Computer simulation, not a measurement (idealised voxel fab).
The document below concerns the process module designated voxel self aligned contacts.
In the cross-section labelled cut, the width is 200 nm and each square cell is 5 nm.
Notation: cross-section as square-cell grid; stated in bands, top first, going down; one or more cell rows per band.
In this notation a band is specified by the heights of its top and bottom, in that order and in nm, after which its materials appear from left to right, each paired with its width in nm. The word "everywhere" attached to a single material means that material fills the band from edge to edge; the word "blank" stands for empty space.
Beneath 0, the wafer as received is one material, and that level is where height counting begins. The lowest band goes on downward without a bottom; it is written like "z 0 and below".
Top row gets the first number, bottom row gets the second, and each row in between changes by the same step: that is how a band width like "30->40" works.
"nothing was modified", as given for a step, is the statement that not any cell of the cross-section underwent a change during that step.
"Non-vented voids" contains a list of empty spaces, each no smaller than 8 cells and without an open way to the top, written in the form width x height at distance with the distance from the left edge and all three in nm.
Step line, after settings: the simulator's comment on this step.
The optional step-line setting "overlay nm" applies to steps with a mask and quantifies how far to the right of its planned location the mask lay, a negative value indicating leftward placement.

## Planned process steps
1: RECEIVE (material Si)
2: OXIDIZE (depth nm 5)
3: DIRECTIONAL_DEP (material polySi; thk nm 25)
4: DIRECTIONAL_DEP (material SiN; thk nm 20)
5: DIRECTIONAL_DEP (material aC; thk nm 10)
6: PATTERN (tone cover; mask id GATE; material resist; width nm 30; pitch nm 65; thk nm 30; overlay nm -15)
7: DIRECTIONAL_ETCH (etch materials aC; depth nm 10)
8: STRIP (etch materials resist)
9: DIRECTIONAL_ETCH (etch materials SiN; depth nm 20)
10: DIRECTIONAL_ETCH (etch materials polySi; depth nm 25)
11: STRIP (etch materials aC)
12: CONFORMAL_DEP (material SiN; thk nm 10)
13: DIRECTIONAL_ETCH (etch materials SiN; depth nm 10)
14: FILL_DEP (material SiO2; thk nm 15)
15: CMP (height nm 55)
16: DIRECTIONAL_DEP (material aC; thk nm 15)
17: PATTERN (tone open; mask id CONTACT; material resist; width nm 45; thk nm 30; overlay nm 0)
18: DIRECTIONAL_ETCH (etch materials aC; depth nm 15)
19: STRIP (etch materials resist)
20: DIRECTIONAL_ETCH (etch materials SiO2; depth nm 60)
21: STRIP (etch materials aC)
22: CONFORMAL_DEP (material TiN; thk nm 5)
23: FILL_DEP (material Ru; thk nm 5)
24: CMP (height nm 55)
25: CONFORMAL_DEP (material SiCN; thk nm 5)
Keep in mind the plan's value for the overlay nm of step 6 comes from the first wafer; the wafers don't share that setting, but they do share the same starting point.

## After step 1, as received: first of several wafers, cross-section
> z 0 and below | Si everywhere
> Non-vented voids: none

## The first of several wafers, seen in cross-section after the module's last step, step 25
> z 60 to 55 | SiCN everywhere
> z 55 to 45 | SiO2=75 | TiN=5 | Ru=35->5 | TiN=5->35 | SiO2=80
> z 45 to 25 | SiO2=25 | SiN=50 | TiN=5 | Ru=5 | TiN=5 | SiN=50 | SiO2=60
> z 25 to 0 | SiO2=25 | SiN=10 | polySi=30 | SiN=10 | TiN=5 | Ru=5 | TiN=5 | SiN=10 | polySi=30 | SiN=10 | SiO2=60
> z 0 to -5 | SiO2=75 | TiN=15 | SiO2=110
> z -5 and below | Si everywhere
> Non-vented voids: none

## Last wafer x-sec, end of module
> z 60 to 55 | SiCN everywhere
> z 55 to 45 | SiO2=75 | TiN=5->35 | Ru=35->5 | TiN=5 | SiO2=80
> z 45 to 25 | SiO2=55 | SiN=50 | TiN=5 | Ru=5 | TiN=5 | SiN=50 | SiO2=30
> z 25 to 0 | SiO2=55 | SiN=10 | polySi=30 | SiN=10 | TiN=5 | Ru=5 | TiN=5 | SiN=10 | polySi=30 | SiN=10 | SiO2=30
> z 0 to -5 | SiO2=105 | TiN=15 | SiO2=80
> z -5 and below | Si everywhere
> Non-vented voids: none

## The table below has one row for each wafer; a row shows, as of the end of the module, how many cells of each material the wafer has gained, marked (+), or lost, marked (-), since it was received, and then the wafer's closed voids
overlay nm -15, +17 Ru, -40 Si, +40 SiCN, +120 SiN, +252 SiO2, +31 TiN, +60 polySi, Non-vented voids: none
overlay nm -10, +17 Ru, -40 Si, +40 SiCN, +120 SiN, +252 SiO2, +31 TiN, +60 polySi, Non-vented voids: none
overlay nm -5, +17 Ru, -40 Si, +40 SiCN, +120 SiN, +252 SiO2, +31 TiN, +60 polySi, Non-vented voids: none
overlay nm 0, +17 Ru, -40 Si, +40 SiCN, +120 SiN, +252 SiO2, +31 TiN, +60 polySi, Non-vented voids: none
overlay nm 5, +17 Ru, -40 Si, +40 SiCN, +120 SiN, +252 SiO2, +31 TiN, +60 polySi, Non-vented voids: none
overlay nm 10, +17 Ru, -40 Si, +40 SiCN, +120 SiN, +252 SiO2, +31 TiN, +60 polySi, Non-vented voids: none
overlay nm 15, +17 Ru, -40 Si, +40 SiCN, +120 SiN, +252 SiO2, +31 TiN, +60 polySi, Non-vented voids: none
